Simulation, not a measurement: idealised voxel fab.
Proc. module: voxel self aligned contacts
Each square cell in cross-section cut measures 5 nm, and the section as a whole is 165 nm wide.
This document writes a cross-section as a grid whose cells are square, and gives it as bands, listed from the top down; one or more rows of cells form a band. A band entry consists of two parts. The first gives the height of the band's top and the height of its bottom, in nm. The rest lists the band's materials from left to right, each with its width in nm. A single material labelled with the word "throughout" fills the band from edge to edge, and the word "air" marks empty space. Zero point of the height axis is 0; under it, received wafer = one material. Lowest band: continues down indefinitely, "0 down". Read "30..40" as a graded width: first number on top, second number at the bottom, same change between each pair of neighbouring rows. "everything unchanged" after a step means that no cell of the cross-section changed. The list in "Enclosed void listing" covers empty spaces of 8 cells or more that cannot reach the top through any open way, and it gives each as width x height at distance; the distance is from the left edge, and width, height and distance are in nm. Where a step's line continues beyond its settings, the continuation is a remark by the simulator itself on that step. For masked steps, "overlay nm" on the step line gives how far right of plan the mask actually lay; a minus sign means it lay to the left.
# Set out below are the planned steps of the process
- 1: RECEIVE: material Si
- 2: CONFORMAL_DEP: material SiO2, thk nm 5
- 3: DIRECTIONAL_DEP: material polySi, thk nm 30
- 4: DIRECTIONAL_DEP: material SiN, thk nm 15
- 5: MASKED_ETCH: tone cover, mask id GATE, width nm 35, pitch nm 70, etch materials SiN, depth nm 15, overlay nm 0
- 6: MASKED_ETCH: tone cover, mask id GATE, width nm 35, pitch nm 70, etch materials polySi, depth nm 30, overlay nm 0
- 7: CONFORMAL_DEP: material SiN, thk nm 5
- 8: DIRECTIONAL_ETCH: etch materials SiN, depth nm 5
- 9: FILL_DEP: material SiO2, thk nm 15
- 10: CMP: height nm 55
- 11: MASKED_ETCH: tone open, mask id CONTACT, width nm 45, etch materials SiO2, depth nm 55, overlay nm 0
- 12: CONFORMAL_DEP: material TiN, thk nm 5
- 13: FILL_DEP: material Ru, thk nm 10
- 14: CMP: height nm 55
- 15: CONFORMAL_DEP: material SiCN, thk nm 5
# What follows covers the first of two wafers; it ran as planned
# As-received state of the wafer in cross-section, equivalent to post-step 1
    0 down = Si throughout
    Enclosed void listing: none
# Cross-sectional representation of the wafer at the conclusion of step 2
    5 to 0 = SiO2 throughout
    Rest of section, below 0: as before.
# Cross-sectional representation of the wafer at the conclusion of step 3
    35 to 5 = polySi throughout
    Rest of section, below 5: as before.
# Cross-sectional representation of the wafer at the conclusion of step 4
    50 to 35 = SiN throughout
    Rest of section, below 35: as before.
# Cross-sectional representation of the wafer at the conclusion of step 5
    50 to 35 = air 30 | SiN 35 | air 35 | SiN 35 | air 30
    Rest of section, below 35: as before.
# Cross-sectional representation of the wafer at the conclusion of step 6
    50 to 35 = air 30 | SiN 35 | air 35 | SiN 35 | air 30
    35 to 5 = air 30 | polySi 35 | air 35 | polySi 35 | air 30
    Rest of section, below 5: as before.
# Cross-sectional representation of the wafer at the conclusion of step 7
    55 to 35 = air 25 | SiN 45 | air 25 | SiN 45 | air 25
    35 to 10 = air 25 | SiN 5 | polySi 35 | SiN 5 | air 25 | SiN 5 | polySi 35 | SiN 5 | air 25
    10 to 5 = SiN 30 | polySi 35 | SiN 35 | polySi 35 | SiN 30
    Rest of section, below 5: as before.
# Cross-sectional representation of the wafer at the conclusion of step 8
    50 to 35 = air 25 | SiN 45 | air 25 | SiN 45 | air 25
    35 to 5 = air 25 | SiN 5 | polySi 35 | SiN 5 | air 25 | SiN 5 | polySi 35 | SiN 5 | air 25
    Rest of section, below 5: as before.
# Cross-sectional representation of the wafer at the conclusion of step 9
    65 to 50 = SiO2 throughout
    50 to 35 = SiO2 25 | SiN 45 | SiO2 25 | SiN 45 | SiO2 25
    35 to 5 = SiO2 25 | SiN 5 | polySi 35 | SiN 5 | SiO2 25 | SiN 5 | polySi 35 | SiN 5 | SiO2 25
    Rest of section, below 5: as before.
# Cross-sectional representation of the wafer at the conclusion of step 10
    55 to 50 = SiO2 throughout
    Rest of section, below 50: as before.
# Cross-sectional representation of the wafer at the conclusion of step 11
    55 to 50 = SiO2 60 | air 45 | SiO2 60
    50 to 35 = SiO2 25 | SiN 45 | air 25 | SiN 45 | SiO2 25
    35 to 5 = SiO2 25 | SiN 5 | polySi 35 | SiN 5 | air 25 | SiN 5 | polySi 35 | SiN 5 | SiO2 25
    5 to 0 = SiO2 70 | air 25 | SiO2 70
    Rest of section, below 0: as before.
# Cross-sectional representation of the wafer at the conclusion of step 12
    60 to 55 = TiN 65 | air 35 | TiN 65
    55 to 50 = SiO2 60 | TiN 15 | air 15 | TiN 15 | SiO2 60
    50 to 35 = SiO2 25 | SiN 45 | TiN 5 | air 15 | TiN 5 | SiN 45 | SiO2 25
    35 to 5 = SiO2 25 | SiN 5 | polySi 35 | SiN 5 | TiN 5 | air 15 | TiN 5 | SiN 5 | polySi 35 | SiN 5 | SiO2 25
    5 to 0 = SiO2 70 | TiN 25 | SiO2 70
    Rest of section, below 0: as before.
# Cross-sectional representation of the wafer at the conclusion of step 13
    70 to 60 = Ru throughout
    60 to 55 = TiN 65 | Ru 35 | TiN 65
    55 to 50 = SiO2 60 | TiN 15 | Ru 15 | TiN 15 | SiO2 60
    50 to 35 = SiO2 25 | SiN 45 | TiN 5 | Ru 15 | TiN 5 | SiN 45 | SiO2 25
    35 to 5 = SiO2 25 | SiN 5 | polySi 35 | SiN 5 | TiN 5 | Ru 15 | TiN 5 | SiN 5 | polySi 35 | SiN 5 | SiO2 25
    Rest of section, below 5: as before.
# Cross-sectional representation of the wafer at the conclusion of step 14
    55 to 50 = SiO2 60 | TiN 15 | Ru 15 | TiN 15 | SiO2 60
    Rest of section, below 50: as before.
# Cross-sectional representation of the wafer at the conclusion of step 15
    60 to 55 = SiCN throughout
    Rest of section, below 55: as before.
# The Second Wafer: Common Origin and Plan, One Mistake in Execution, Identical to the First Through Step 4
# Cross-section, second wafer, at the end time the plan gives for step 5
    50 to 35 = air 25 | SiN 45 | air 25 | SiN 45 | air 25
    Rest of section, below 35: as before.
# Cross-section, second wafer, at the end time the plan gives for step 6
    50 to 35 = air 25 | SiN 45 | air 25 | SiN 45 | air 25
    35 to 5 = air 25 | polySi 45 | air 25 | polySi 45 | air 25
    Rest of section, below 5: as before.
# Cross-section, second wafer, at the end time the plan gives for step 7
    55 to 35 = air 20 | SiN 55 | air 15 | SiN 55 | air 20
    35 to 10 = air 20 | SiN 5 | polySi 45 | SiN 5 | air 15 | SiN 5 | polySi 45 | SiN 5 | air 20
    10 to 5 = SiN 25 | polySi 45 | SiN 25 | polySi 45 | SiN 25
    Rest of section, below 5: as before.
# Cross-section, second wafer, at the end time the plan gives for step 8
    50 to 35 = air 20 | SiN 55 | air 15 | SiN 55 | air 20
    35 to 5 = air 20 | SiN 5 | polySi 45 | SiN 5 | air 15 | SiN 5 | polySi 45 | SiN 5 | air 20
    Rest of section, below 5: as before.
# Cross-section, second wafer, at the end time the plan gives for step 9
    65 to 50 = SiO2 throughout
    50 to 35 = SiO2 20 | SiN 55 | SiO2 15 | SiN 55 | SiO2 20
    35 to 5 = SiO2 20 | SiN 5 | polySi 45 | SiN 5 | SiO2 15 | SiN 5 | polySi 45 | SiN 5 | SiO2 20
    Rest of section, below 5: as before.
# Cross-section, second wafer, at the end time the plan gives for step 10
    55 to 50 = SiO2 throughout
    Rest of section, below 50: as before.
# Cross-section, second wafer, at the end time the plan gives for step 11
    55 to 50 = SiO2 60 | air 45 | SiO2 60
    50 to 35 = SiO2 20 | SiN 55 | air 15 | SiN 55 | SiO2 20
    35 to 5 = SiO2 20 | SiN 5 | polySi 45 | SiN 5 | air 15 | SiN 5 | polySi 45 | SiN 5 | SiO2 20
    5 to 0 = SiO2 75 | air 15 | SiO2 75
    Rest of section, below 0: as before.
# Cross-section, second wafer, at the end time the plan gives for step 12
    60 to 55 = TiN 65 | air 35 | TiN 65
    55 to 50 = SiO2 60 | TiN 20 | air 5 | TiN 20 | SiO2 60
    50 to 35 = SiO2 20 | SiN 55 | TiN 5 | air 5 | TiN 5 | SiN 55 | SiO2 20
    35 to 5 = SiO2 20 | SiN 5 | polySi 45 | SiN 5 | TiN 5 | air 5 | TiN 5 | SiN 5 | polySi 45 | SiN 5 | SiO2 20
    5 to 0 = SiO2 75 | TiN 15 | SiO2 75
    Rest of section, below 0: as before.
# Cross-section, second wafer, at the end time the plan gives for step 13
    70 to 60 = Ru throughout
    60 to 55 = TiN 65 | Ru 35 | TiN 65
    55 to 50 = SiO2 60 | TiN 20 | Ru 5 | TiN 20 | SiO2 60
    50 to 35 = SiO2 20 | SiN 55 | TiN 5 | Ru 5 | TiN 5 | SiN 55 | SiO2 20
    35 to 5 = SiO2 20 | SiN 5 | polySi 45 | SiN 5 | TiN 5 | Ru 5 | TiN 5 | SiN 5 | polySi 45 | SiN 5 | SiO2 20
    Rest of section, below 5: as before.
# Cross-section, second wafer, at the end time the plan gives for step 14
    55 to 50 = SiO2 60 | TiN 20 | Ru 5 | TiN 20 | SiO2 60
    Rest of section, below 50: as before.
# Cross-section, second wafer, at the end time the plan gives for step 15
    60 to 55 = SiCN throughout
    Rest of section, below 55: as before.
What went wrong in running the wafer? step 5 ran with different settings than intended, the actual operation and settings being MASKED_ETCH: tone cover, mask id GATE, width nm 45, pitch nm 70, etch materials SiN, depth nm 15, overlay nm 0
Wrapping up, a cell-based count of both wafers puts the second over or under the first for these materials: -20 Ru | +12 SiN | -16 SiO2 | +24 polySi
